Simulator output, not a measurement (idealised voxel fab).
Title: Process Module voxel transistor to metal
The cross-section shown here is cut; it is 150 nm wide and divided into square cells measuring 5 nm on a side.
Cross-section = grid of square cells, listed top down in bands; band = one or more rows.
Each band's line starts with the height of the band's top and of its bottom, in nm. Then come its materials from left to right, each with its width in nm. One material with "full width" fills the band from edge to edge. "empty" is empty space.
Height datum 0, below which the as-received substrate wafer is one material. Lowest band open at the bottom, running downward: "0 and below".
A width given as "30 to 40" starts at the first number in the band's top row and ends at the second number in its bottom row, shifting by an equal amount at every step from row to row.
A step reported as "remained the same" is a step in which no cell of the cross-section changed.
"Closed void inventory": empty spaces of 8 cells or more with no open way to the top, each given as width x height at distance, distance from the left edge, all in nm.
Where a step's line continues beyond its settings, the continuation is a remark by the simulator itself on that step.
overlay nm: mask offset rightward from planned place, masked step; negative means leftward offset.
-- Below is the list of planned process steps
1 RECEIVE,material Si
2 CONFORMAL_DEP,material SiO2,thk nm 5
3 CONFORMAL_DEP,material SiN,thk nm 10
4 PATTERN,tone cover,mask id ACTIVE,material resist,width nm 115,thk nm 15,overlay nm 0
5 DIRECTIONAL_ETCH,etch materials SiN,depth nm 10
6 DIRECTIONAL_ETCH,etch materials SiO2,depth nm 5
7 DIRECTIONAL_ETCH,etch materials Si,depth nm 20
8 STRIP,etch materials resist
9 FILL_DEP,material SiO2,thk nm 15
10 CMP,height nm 15
11 SELECTIVE_ETCH,etch materials SiO2,depth nm 10
12 STRIP,etch materials SiN
13 SELECTIVE_ETCH,etch materials SiO2,depth nm 5
14 OXIDIZE,depth nm 5
15 DIRECTIONAL_DEP,material polySi,thk nm 20
16 DIRECTIONAL_DEP,material SiCN,thk nm 10
17 DIRECTIONAL_DEP,material aC,thk nm 10
18 PATTERN,tone cover,mask id GATE,material resist,width nm 35,thk nm 30,overlay nm 0
19 DIRECTIONAL_ETCH,etch materials aC,depth nm 10
20 STRIP,etch materials resist
21 DIRECTIONAL_ETCH,etch materials SiCN,depth nm 20
22 DIRECTIONAL_ETCH,etch materials polySi,depth nm 30
23 STRIP,etch materials aC
24 CONFORMAL_DEP,material SiN,thk nm 5
25 DIRECTIONAL_ETCH,etch materials SiN,depth nm 5
26 DIRECTIONAL_ETCH,etch materials SiO2,depth nm 5
27 DIRECTIONAL_ETCH,etch materials Si,depth nm 5
28 EPI,material SiGe,thk nm 10
29 FILL_DEP,material SiO2,thk nm 10
30 CMP,height nm 20
31 STRIP,etch materials polySi
32 SELECTIVE_ETCH,etch materials SiO2,depth nm 5
33 CONFORMAL_DEP,material HfO2,thk nm 5
34 CONFORMAL_DEP,material TiN,thk nm 5
35 FILL_DEP,material W,thk nm 5
36 CMP,height nm 15
37 DIRECTIONAL_DEP,material SiO2,thk nm 10
38 PATTERN,tone open,mask id CONTACT,material resist,width nm 15,pitch nm 90,thk nm 20,overlay nm 0
39 DIRECTIONAL_ETCH,etch materials SiO2,depth nm 25
40 STRIP,etch materials resist
41 CONFORMAL_DEP,material TiN,thk nm 5
42 FILL_DEP,material W,thk nm 5
43 CMP,height nm 25
44 CONFORMAL_DEP,material SiCN,thk nm 5
45 DIRECTIONAL_DEP,material lowk,thk nm 20
46 PATTERN,tone open,mask id METAL_1,material resist,width nm 15,pitch nm 90,thk nm 15,overlay nm 0
47 DIRECTIONAL_ETCH,etch materials lowk,depth nm 20
48 DIRECTIONAL_ETCH,etch materials SiCN,depth nm 5
49 STRIP,etch materials resist
50 CONFORMAL_DEP,material TiN,thk nm 5
51 FILL_DEP,material Ru,thk nm 5
52 CMP,height nm 50
53 EPI,material Ru,thk nm 5
54 FILL_DEP,material SiCN,thk nm 5
-- first wafer, as planned
-- Cross-section of the wafer upon arrival, representing the state reached after step 1
    0 and below = Si full width
    Closed void inventory: none
-- So this is the wafer cross-section right after step 2
    5 down to 0 = SiO2 full width
    Rest of section, below 0: as before.
-- So this is the wafer cross-section right after step 3
    15 down to 5 = SiN full width
    Rest of section, below 5: as before.
-- So this is the wafer cross-section right after step 4
    30 down to 15 = 15 empty / 115 resist / 20 empty
    Rest of section, below 15: as before.
-- So this is the wafer cross-section right after step 5
    30 down to 15 = 15 empty / 115 resist / 20 empty
    15 down to 5 = 15 empty / 115 SiN / 20 empty
    Rest of section, below 5: as before.
-- So this is the wafer cross-section right after step 6
    30 down to 15 = 15 empty / 115 resist / 20 empty
    15 down to 5 = 15 empty / 115 SiN / 20 empty
    5 down to 0 = 15 empty / 115 SiO2 / 20 empty
    Rest of section, below 0: as before.
-- So this is the wafer cross-section right after step 7
    30 down to 15 = 15 empty / 115 resist / 20 empty
    15 down to 5 = 15 empty / 115 SiN / 20 empty
    5 down to 0 = 15 empty / 115 SiO2 / 20 empty
    0 down to -20 = 15 empty / 115 Si / 20 empty
    Rest of section, below -20: as before.
-- So this is the wafer cross-section right after step 8
    15 down to 5 = 15 empty / 115 SiN / 20 empty
    Rest of section, below 5: as before.
-- So this is the wafer cross-section right after step 9
    30 down to 15 = SiO2 full width
    15 down to 5 = 15 SiO2 / 115 SiN / 20 SiO2
    5 down to 0 = SiO2 full width
    0 down to -20 = 15 SiO2 / 115 Si / 20 SiO2
    Rest of section, below -20: as before.
-- So this is the wafer cross-section right after step 10
    15 down to 5 = 15 SiO2 / 115 SiN / 20 SiO2
    Rest of section, below 5: as before.
-- So this is the wafer cross-section right after step 11
    15 down to 5 = 15 empty / 115 SiN / 20 empty
    Rest of section, below 5: as before.
-- So this is the wafer cross-section right after step 12
    5 down to 0 = SiO2 full width
    Rest of section, below 0: as before.
-- So this is the wafer cross-section right after step 13
    0 down to -20 = 15 SiO2 / 115 Si / 20 SiO2
    Rest of section, below -20: as before.
-- So this is the wafer cross-section right after step 14
    0 down to -5 = SiO2 full width
    Rest of section, below -5: as before.
-- So this is the wafer cross-section right after step 15
    20 down to 0 = polySi full width
    Rest of section, below 0: as before.
-- So this is the wafer cross-section right after step 16
    30 down to 20 = SiCN full width
    Rest of section, below 20: as before.
-- So this is the wafer cross-section right after step 17
    40 down to 30 = aC full width
    Rest of section, below 30: as before.
-- So this is the wafer cross-section right after step 18
    70 down to 40 = 55 empty / 35 resist / 60 empty
    Rest of section, below 40: as before.
-- So this is the wafer cross-section right after step 19
    60 down to 40 = 55 empty / 35 resist / 60 empty
    40 down to 30 = 55 empty / 35 aC / 60 empty
    Rest of section, below 30: as before.
-- So this is the wafer cross-section right after step 20
    40 down to 30 = 55 empty / 35 aC / 60 empty
    Rest of section, below 30: as before.
-- So this is the wafer cross-section right after step 21
    40 down to 30 = 55 empty / 35 aC / 60 empty
    30 down to 20 = 55 empty / 35 SiCN / 60 empty
    Rest of section, below 20: as before.
-- So this is the wafer cross-section right after step 22
    40 down to 30 = 55 empty / 35 aC / 60 empty
    30 down to 20 = 55 empty / 35 SiCN / 60 empty
    20 down to 0 = 55 empty / 35 polySi / 60 empty
    Rest of section, below 0: as before.
-- So this is the wafer cross-section right after step 23
    30 down to 20 = 55 empty / 35 SiCN / 60 empty
    Rest of section, below 20: as before.
-- So this is the wafer cross-section right after step 24
    35 down to 30 = 50 empty / 45 SiN / 55 empty
    30 down to 20 = 50 empty / 5 SiN / 35 SiCN / 5 SiN / 55 empty
    20 down to 5 = 50 empty / 5 SiN / 35 polySi / 5 SiN / 55 empty
    5 down to 0 = 55 SiN / 35 polySi / 60 SiN
    Rest of section, below 0: as before.
-- So this is the wafer cross-section right after step 25
    30 down to 20 = 50 empty / 5 SiN / 35 SiCN / 5 SiN / 55 empty
    20 down to 0 = 50 empty / 5 SiN / 35 polySi / 5 SiN / 55 empty
    Rest of section, below 0: as before.
-- So this is the wafer cross-section right after step 26
    30 down to 20 = 50 empty / 5 SiN / 35 SiCN / 5 SiN / 55 empty
    20 down to 0 = 50 empty / 5 SiN / 35 polySi / 5 SiN / 55 empty
    0 down to -5 = 50 empty / 45 SiO2 / 55 empty
    Rest of section, below -5: as before.
-- So this is the wafer cross-section right after step 27
    30 down to 20 = 50 empty / 5 SiN / 35 SiCN / 5 SiN / 55 empty
    20 down to 0 = 50 empty / 5 SiN / 35 polySi / 5 SiN / 55 empty
    0 down to -5 = 50 empty / 45 SiO2 / 55 empty
    -5 down to -10 = 15 SiO2 / 35 empty / 45 Si / 35 empty / 20 SiO2
    Rest of section, below -10: as before.
-- So this is the wafer cross-section right after step 28
    30 down to 20 = 50 empty / 5 SiN / 35 SiCN / 5 SiN / 55 empty
    20 down to 5 = 50 empty / 5 SiN / 35 polySi / 5 SiN / 55 empty
    5 down to 0 = 40 empty / 10 SiGe / 5 SiN / 35 polySi / 5 SiN / 10 SiGe / 45 empty
    0 down to -5 = 10 empty / 40 SiGe / 45 SiO2 / 40 SiGe / 15 empty
    -5 down to -10 = 15 SiO2 / 35 SiGe / 45 Si / 35 SiGe / 20 SiO2
    Rest of section, below -10: as before.
-- So this is the wafer cross-section right after step 29
    40 down to 30 = SiO2 full width
    30 down to 20 = 50 SiO2 / 5 SiN / 35 SiCN / 5 SiN / 55 SiO2
    20 down to 5 = 50 SiO2 / 5 SiN / 35 polySi / 5 SiN / 55 SiO2
    5 down to 0 = 40 SiO2 / 10 SiGe / 5 SiN / 35 polySi / 5 SiN / 10 SiGe / 45 SiO2
    0 down to -5 = 10 SiO2 / 40 SiGe / 45 SiO2 / 40 SiGe / 15 SiO2
    Rest of section, below -5: as before.
-- So this is the wafer cross-section right after step 30
    20 down to 5 = 50 SiO2 / 5 SiN / 35 polySi / 5 SiN / 55 SiO2
    Rest of section, below 5: as before.
-- So this is the wafer cross-section right after step 31
    20 down to 5 = 50 SiO2 / 5 SiN / 35 empty / 5 SiN / 55 SiO2
    5 down to 0 = 40 SiO2 / 10 SiGe / 5 SiN / 35 empty / 5 SiN / 10 SiGe / 45 SiO2
    Rest of section, below 0: as before.
-- So this is the wafer cross-section right after step 32
    20 down to 15 = 50 empty / 5 SiN / 35 empty / 5 SiN / 55 empty
    15 down to 5 = 50 SiO2 / 5 SiN / 35 empty / 5 SiN / 55 SiO2
    5 down to 0 = 40 SiO2 / 10 SiGe / 5 SiN / 35 empty / 5 SiN / 10 SiGe / 45 SiO2
    0 down to -5 = 10 SiO2 / 40 SiGe / 45 empty / 40 SiGe / 15 SiO2
    Rest of section, below -5: as before.
-- So this is the wafer cross-section right after step 33
    25 down to 20 = 45 empty / 15 HfO2 / 25 empty / 15 HfO2 / 50 empty
    20 down to 15 = 50 HfO2 / 5 SiN / 5 HfO2 / 25 empty / 5 HfO2 / 5 SiN / 55 HfO2
    15 down to 5 = 50 SiO2 / 5 SiN / 5 HfO2 / 25 empty / 5 HfO2 / 5 SiN / 55 SiO2
    5 down to 0 = 40 SiO2 / 10 SiGe / 5 SiN / 5 HfO2 / 25 empty / 5 HfO2 / 5 SiN / 10 SiGe / 45 SiO2
    0 down to -5 = 10 SiO2 / 40 SiGe / 45 HfO2 / 40 SiGe / 15 SiO2
    Rest of section, below -5: as before.
-- So this is the wafer cross-section right after step 34
    30 down to 25 = 40 empty / 25 TiN / 15 empty / 25 TiN / 45 empty
    25 down to 20 = 45 TiN / 15 HfO2 / 5 TiN / 15 empty / 5 TiN / 15 HfO2 / 50 TiN
    20 down to 15 = 50 HfO2 / 5 SiN / 5 HfO2 / 5 TiN / 15 empty / 5 TiN / 5 HfO2 / 5 SiN / 55 HfO2
    15 down to 5 = 50 SiO2 / 5 SiN / 5 HfO2 / 5 TiN / 15 empty / 5 TiN / 5 HfO2 / 5 SiN / 55 SiO2
    5 down to 0 = 40 SiO2 / 10 SiGe / 5 SiN / 5 HfO2 / 25 TiN / 5 HfO2 / 5 SiN / 10 SiGe / 45 SiO2
    Rest of section, below 0: as before.
-- So this is the wafer cross-section right after step 35
    35 down to 30 = W full width
    30 down to 25 = 40 W / 25 TiN / 15 W / 25 TiN / 45 W
    25 down to 20 = 45 TiN / 15 HfO2 / 5 TiN / 15 W / 5 TiN / 15 HfO2 / 50 TiN
    20 down to 15 = 50 HfO2 / 5 SiN / 5 HfO2 / 5 TiN / 15 W / 5 TiN / 5 HfO2 / 5 SiN / 55 HfO2
    15 down to 5 = 50 SiO2 / 5 SiN / 5 HfO2 / 5 TiN / 15 W / 5 TiN / 5 HfO2 / 5 SiN / 55 SiO2
    Rest of section, below 5: as before.
-- So this is the wafer cross-section right after step 36
    15 down to 5 = 50 SiO2 / 5 SiN / 5 HfO2 / 5 TiN / 15 W / 5 TiN / 5 HfO2 / 5 SiN / 55 SiO2
    Rest of section, below 5: as before.
-- So this is the wafer cross-section right after step 37
    25 down to 15 = SiO2 full width
    Rest of section, below 15: as before.
-- So this is the wafer cross-section right after step 38
    45 down to 25 = 20 resist / 15 empty / 75 resist / 15 empty / 25 resist
    Rest of section, below 25: as before.
-- So this is the wafer cross-section right after step 39
    45 down to 25 = 20 resist / 15 empty / 75 resist / 15 empty / 25 resist
    25 down to 15 = 20 SiO2 / 15 empty / 75 SiO2 / 15 empty / 25 SiO2
    15 down to 5 = 20 SiO2 / 15 empty / 15 SiO2 / 5 SiN / 5 HfO2 / 5 TiN / 15 W / 5 TiN / 5 HfO2 / 5 SiN / 15 SiO2 / 15 empty / 25 SiO2
    5 down to 0 = 20 SiO2 / 15 empty / 5 SiO2 / 10 SiGe / 5 SiN / 5 HfO2 / 25 TiN / 5 HfO2 / 5 SiN / 10 SiGe / 5 SiO2 / 15 empty / 25 SiO2
    Rest of section, below 0: as before.
-- So this is the wafer cross-section right after step 40
    25 down to 15 = 20 SiO2 / 15 empty / 75 SiO2 / 15 empty / 25 SiO2
    Rest of section, below 15: as before.
-- So this is the wafer cross-section right after step 41
    30 down to 25 = 25 TiN / 5 empty / 85 TiN / 5 empty / 30 TiN
    25 down to 15 = 20 SiO2 / 5 TiN / 5 empty / 5 TiN / 75 SiO2 / 5 TiN / 5 empty / 5 TiN / 25 SiO2
    15 down to 5 = 20 SiO2 / 5 TiN / 5 empty / 5 TiN / 15 SiO2 / 5 SiN / 5 HfO2 / 5 TiN / 15 W / 5 TiN / 5 HfO2 / 5 SiN / 15 SiO2 / 5 TiN / 5 empty / 5 TiN / 25 SiO2
    5 down to 0 = 20 SiO2 / 15 TiN / 5 SiO2 / 10 SiGe / 5 SiN / 5 HfO2 / 25 TiN / 5 HfO2 / 5 SiN / 10 SiGe / 5 SiO2 / 15 TiN / 25 SiO2
    Rest of section, below 0: as before.
-- So this is the wafer cross-section right after step 42
    35 down to 30 = W full width
    30 down to 25 = 25 TiN / 5 W / 85 TiN / 5 W / 30 TiN
    25 down to 15 = 20 SiO2 / 5 TiN / 5 W / 5 TiN / 75 SiO2 / 5 TiN / 5 W / 5 TiN / 25 SiO2
    15 down to 5 = 20 SiO2 / 5 TiN / 5 W / 5 TiN / 15 SiO2 / 5 SiN / 5 HfO2 / 5 TiN / 15 W / 5 TiN / 5 HfO2 / 5 SiN / 15 SiO2 / 5 TiN / 5 W / 5 TiN / 25 SiO2
    Rest of section, below 5: as before.
-- So this is the wafer cross-section right after step 43
    25 down to 15 = 20 SiO2 / 5 TiN / 5 W / 5 TiN / 75 SiO2 / 5 TiN / 5 W / 5 TiN / 25 SiO2
    Rest of section, below 15: as before.
-- So this is the wafer cross-section right after step 44
    30 down to 25 = SiCN full width
    Rest of section, below 25: as before.
-- So this is the wafer cross-section right after step 45
    50 down to 30 = lowk full width
    Rest of section, below 30: as before.
-- So this is the wafer cross-section right after step 46
    65 down to 50 = 20 resist / 15 empty / 75 resist / 15 empty / 25 resist
    Rest of section, below 50: as before.
-- So this is the wafer cross-section right after step 47
    65 down to 50 = 20 resist / 15 empty / 75 resist / 15 empty / 25 resist
    50 down to 30 = 20 lowk / 15 empty / 75 lowk / 15 empty / 25 lowk
    Rest of section, below 30: as before.
-- So this is the wafer cross-section right after step 48
    65 down to 50 = 20 resist / 15 empty / 75 resist / 15 empty / 25 resist
    50 down to 30 = 20 lowk / 15 empty / 75 lowk / 15 empty / 25 lowk
    30 down to 25 = 20 SiCN / 15 empty / 75 SiCN / 15 empty / 25 SiCN
    Rest of section, below 25: as before.
-- So this is the wafer cross-section right after step 49
    50 down to 30 = 20 lowk / 15 empty / 75 lowk / 15 empty / 25 lowk
    Rest of section, below 30: as before.
-- So this is the wafer cross-section right after step 50
    55 down to 50 = 25 TiN / 5 empty / 85 TiN / 5 empty / 30 TiN
    50 down to 30 = 20 lowk / 5 TiN / 5 empty / 5 TiN / 75 lowk / 5 TiN / 5 empty / 5 TiN / 25 lowk
    30 down to 25 = 20 SiCN / 15 TiN / 75 SiCN / 15 TiN / 25 SiCN
    Rest of section, below 25: as before.
-- So this is the wafer cross-section right after step 51
    60 down to 55 = Ru full width
    55 down to 50 = 25 TiN / 5 Ru / 85 TiN / 5 Ru / 30 TiN
    50 down to 30 = 20 lowk / 5 TiN / 5 Ru / 5 TiN / 75 lowk / 5 TiN / 5 Ru / 5 TiN / 25 lowk
    Rest of section, below 30: as before.
-- So this is the wafer cross-section right after step 52
    50 down to 30 = 20 lowk / 5 TiN / 5 Ru / 5 TiN / 75 lowk / 5 TiN / 5 Ru / 5 TiN / 25 lowk
    Rest of section, below 30: as before.
-- So this is the wafer cross-section right after step 53
    55 down to 50 = 15 empty / 25 Ru / 65 empty / 25 Ru / 20 empty
    Rest of section, below 50: as before.
-- So this is the wafer cross-section right after step 54
    60 down to 55 = SiCN full width
    55 down to 50 = 15 SiCN / 25 Ru / 65 SiCN / 25 Ru / 20 SiCN
    Rest of section, below 50: as before.
-- Wafer two of the pair: same origin, same plan, one error during the run; identical to wafer one up to and including step 9
Planned end of step 10: second wafer, cross-section: remained the same
-- Planned end of step 11: second wafer, cross-section
    20 down to 15 = SiO2 full width
    Rest of section, below 15: as before.
Planned end of step 12: second wafer, cross-section: remained the same
-- Planned end of step 13: second wafer, cross-section
    15 down to 5 = 15 SiO2 / 115 SiN / 20 SiO2
    Rest of section, below 5: as before.
Planned end of step 14: second wafer, cross-section: remained the same
-- Planned end of step 15: second wafer, cross-section
    35 down to 15 = polySi full width
    Rest of section, below 15: as before.
-- Planned end of step 16: second wafer, cross-section
    45 down to 35 = SiCN full width
    Rest of section, below 35: as before.
-- Planned end of step 17: second wafer, cross-section
    55 down to 45 = aC full width
    Rest of section, below 45: as before.
-- Planned end of step 18: second wafer, cross-section
    85 down to 55 = 55 empty / 35 resist / 60 empty
    Rest of section, below 55: as before.
-- Planned end of step 19: second wafer, cross-section
    75 down to 55 = 55 empty / 35 resist / 60 empty
    55 down to 45 = 55 empty / 35 aC / 60 empty
    Rest of section, below 45: as before.
-- Planned end of step 20: second wafer, cross-section
    55 down to 45 = 55 empty / 35 aC / 60 empty
    Rest of section, below 45: as before.
-- Planned end of step 21: second wafer, cross-section
    55 down to 45 = 55 empty / 35 aC / 60 empty
    45 down to 35 = 55 empty / 35 SiCN / 60 empty
    Rest of section, below 35: as before.
-- Planned end of step 22: second wafer, cross-section
    55 down to 45 = 55 empty / 35 aC / 60 empty
    45 down to 35 = 55 empty / 35 SiCN / 60 empty
    35 down to 15 = 55 empty / 35 polySi / 60 empty
    Rest of section, below 15: as before.
-- Planned end of step 23: second wafer, cross-section
    45 down to 35 = 55 empty / 35 SiCN / 60 empty
    Rest of section, below 35: as before.
-- Planned end of step 24: second wafer, cross-section
    50 down to 45 = 50 empty / 45 SiN / 55 empty
    45 down to 35 = 50 empty / 5 SiN / 35 SiCN / 5 SiN / 55 empty
    35 down to 20 = 50 empty / 5 SiN / 35 polySi / 5 SiN / 55 empty
    20 down to 15 = 55 SiN / 35 polySi / 60 SiN
    Rest of section, below 15: as before.
-- Planned end of step 25: second wafer, cross-section
    45 down to 35 = 50 empty / 5 SiN / 35 SiCN / 5 SiN / 55 empty
    35 down to 15 = 50 empty / 5 SiN / 35 polySi / 5 SiN / 55 empty
    Rest of section, below 15: as before.
-- Planned end of step 26: second wafer, cross-section
    45 down to 35 = 50 empty / 5 SiN / 35 SiCN / 5 SiN / 55 empty
    35 down to 15 = 50 empty / 5 SiN / 35 polySi / 5 SiN / 55 empty
    15 down to 10 = 15 empty / 115 SiN / 20 empty
    Rest of section, below 10: as before.
Planned end of step 27: second wafer, cross-section: remained the same
Planned end of step 28: second wafer, cross-section: remained the same
-- Planned end of step 29: second wafer, cross-section
    55 down to 45 = SiO2 full width
    45 down to 35 = 50 SiO2 / 5 SiN / 35 SiCN / 5 SiN / 55 SiO2
    35 down to 15 = 50 SiO2 / 5 SiN / 35 polySi / 5 SiN / 55 SiO2
    15 down to 5 = 15 SiO2 / 115 SiN / 20 SiO2
    Rest of section, below 5: as before.
-- Planned end of step 30: second wafer, cross-section
    20 down to 15 = 50 SiO2 / 5 SiN / 35 polySi / 5 SiN / 55 SiO2
    Rest of section, below 15: as before.
-- Planned end of step 31: second wafer, cross-section
    20 down to 15 = 50 SiO2 / 5 SiN / 35 empty / 5 SiN / 55 SiO2
    Rest of section, below 15: as before.
-- Planned end of step 32: second wafer, cross-section
    20 down to 15 = 50 empty / 5 SiN / 35 empty / 5 SiN / 55 empty
    Rest of section, below 15: as before.
-- Planned end of step 33: second wafer, cross-section
    25 down to 20 = 45 empty / 15 HfO2 / 25 empty / 15 HfO2 / 50 empty
    20 down to 15 = 50 HfO2 / 5 SiN / 35 HfO2 / 5 SiN / 55 HfO2
    Rest of section, below 15: as before.
-- Planned end of step 34: second wafer, cross-section
    30 down to 25 = 40 empty / 25 TiN / 15 empty / 25 TiN / 45 empty
    25 down to 20 = 45 TiN / 15 HfO2 / 25 TiN / 15 HfO2 / 50 TiN
    Rest of section, below 20: as before.
-- Planned end of step 35: second wafer, cross-section
    35 down to 30 = W full width
    30 down to 25 = 40 W / 25 TiN / 15 W / 25 TiN / 45 W
    Rest of section, below 25: as before.
-- Planned end of step 36: second wafer, cross-section
    15 down to 5 = 15 SiO2 / 115 SiN / 20 SiO2
    Rest of section, below 5: as before.
-- Planned end of step 37: second wafer, cross-section
    25 down to 15 = SiO2 full width
    Rest of section, below 15: as before.
-- Planned end of step 38: second wafer, cross-section
    45 down to 25 = 20 resist / 15 empty / 75 resist / 15 empty / 25 resist
    Rest of section, below 25: as before.
-- Planned end of step 39: second wafer, cross-section
    45 down to 25 = 20 resist / 15 empty / 75 resist / 15 empty / 25 resist
    25 down to 15 = 20 SiO2 / 15 empty / 75 SiO2 / 15 empty / 25 SiO2
    Rest of section, below 15: as before.
-- Planned end of step 40: second wafer, cross-section
    25 down to 15 = 20 SiO2 / 15 empty / 75 SiO2 / 15 empty / 25 SiO2
    Rest of section, below 15: as before.
-- Planned end of step 41: second wafer, cross-section
    30 down to 25 = 25 TiN / 5 empty / 85 TiN / 5 empty / 30 TiN
    25 down to 20 = 20 SiO2 / 5 TiN / 5 empty / 5 TiN / 75 SiO2 / 5 TiN / 5 empty / 5 TiN / 25 SiO2
    20 down to 15 = 20 SiO2 / 15 TiN / 75 SiO2 / 15 TiN / 25 SiO2
    Rest of section, below 15: as before.
-- Planned end of step 42: second wafer, cross-section
    35 down to 30 = W full width
    30 down to 25 = 25 TiN / 5 W / 85 TiN / 5 W / 30 TiN
    25 down to 20 = 20 SiO2 / 5 TiN / 5 W / 5 TiN / 75 SiO2 / 5 TiN / 5 W / 5 TiN / 25 SiO2
    Rest of section, below 20: as before.
-- Planned end of step 43: second wafer, cross-section
    25 down to 20 = 20 SiO2 / 5 TiN / 5 W / 5 TiN / 75 SiO2 / 5 TiN / 5 W / 5 TiN / 25 SiO2
    Rest of section, below 20: as before.
-- Planned end of step 44: second wafer, cross-section
    30 down to 25 = SiCN full width
    Rest of section, below 25: as before.
-- Planned end of step 45: second wafer, cross-section
    50 down to 30 = lowk full width
    Rest of section, below 30: as before.
-- Planned end of step 46: second wafer, cross-section
    65 down to 50 = 20 resist / 15 empty / 75 resist / 15 empty / 25 resist
    Rest of section, below 50: as before.
-- Planned end of step 47: second wafer, cross-section
    65 down to 50 = 20 resist / 15 empty / 75 resist / 15 empty / 25 resist
    50 down to 30 = 20 lowk / 15 empty / 75 lowk / 15 empty / 25 lowk
    Rest of section, below 30: as before.
-- Planned end of step 48: second wafer, cross-section
    65 down to 50 = 20 resist / 15 empty / 75 resist / 15 empty / 25 resist
    50 down to 30 = 20 lowk / 15 empty / 75 lowk / 15 empty / 25 lowk
    30 down to 25 = 20 SiCN / 15 empty / 75 SiCN / 15 empty / 25 SiCN
    Rest of section, below 25: as before.
-- Planned end of step 49: second wafer, cross-section
    50 down to 30 = 20 lowk / 15 empty / 75 lowk / 15 empty / 25 lowk
    Rest of section, below 30: as before.
-- Planned end of step 50: second wafer, cross-section
    55 down to 50 = 25 TiN / 5 empty / 85 TiN / 5 empty / 30 TiN
    50 down to 30 = 20 lowk / 5 TiN / 5 empty / 5 TiN / 75 lowk / 5 TiN / 5 empty / 5 TiN / 25 lowk
    30 down to 25 = 20 SiCN / 15 TiN / 75 SiCN / 15 TiN / 25 SiCN
    Rest of section, below 25: as before.
-- Planned end of step 51: second wafer, cross-section
    60 down to 55 = Ru full width
    55 down to 50 = 25 TiN / 5 Ru / 85 TiN / 5 Ru / 30 TiN
    50 down to 30 = 20 lowk / 5 TiN / 5 Ru / 5 TiN / 75 lowk / 5 TiN / 5 Ru / 5 TiN / 25 lowk
    Rest of section, below 30: as before.
-- Planned end of step 52: second wafer, cross-section
    50 down to 30 = 20 lowk / 5 TiN / 5 Ru / 5 TiN / 75 lowk / 5 TiN / 5 Ru / 5 TiN / 25 lowk
    Rest of section, below 30: as before.
-- Planned end of step 53: second wafer, cross-section
    55 down to 50 = 15 empty / 25 Ru / 65 empty / 25 Ru / 20 empty
    Rest of section, below 50: as before.
-- Planned end of step 54: second wafer, cross-section
    60 down to 55 = SiCN full width
    55 down to 50 = 15 SiCN / 25 Ru / 65 SiCN / 25 Ru / 20 SiCN
    Rest of section, below 50: as before.
What went wrong in running the wafer? step 10 of the plan was omitted and not executed
Final tally in cells, some materials are higher or lower on the second wafer than on the first: -15 HfO2, +37 Si, -34 SiGe, +40 SiN, +5 SiO2, -21 TiN, -12 W
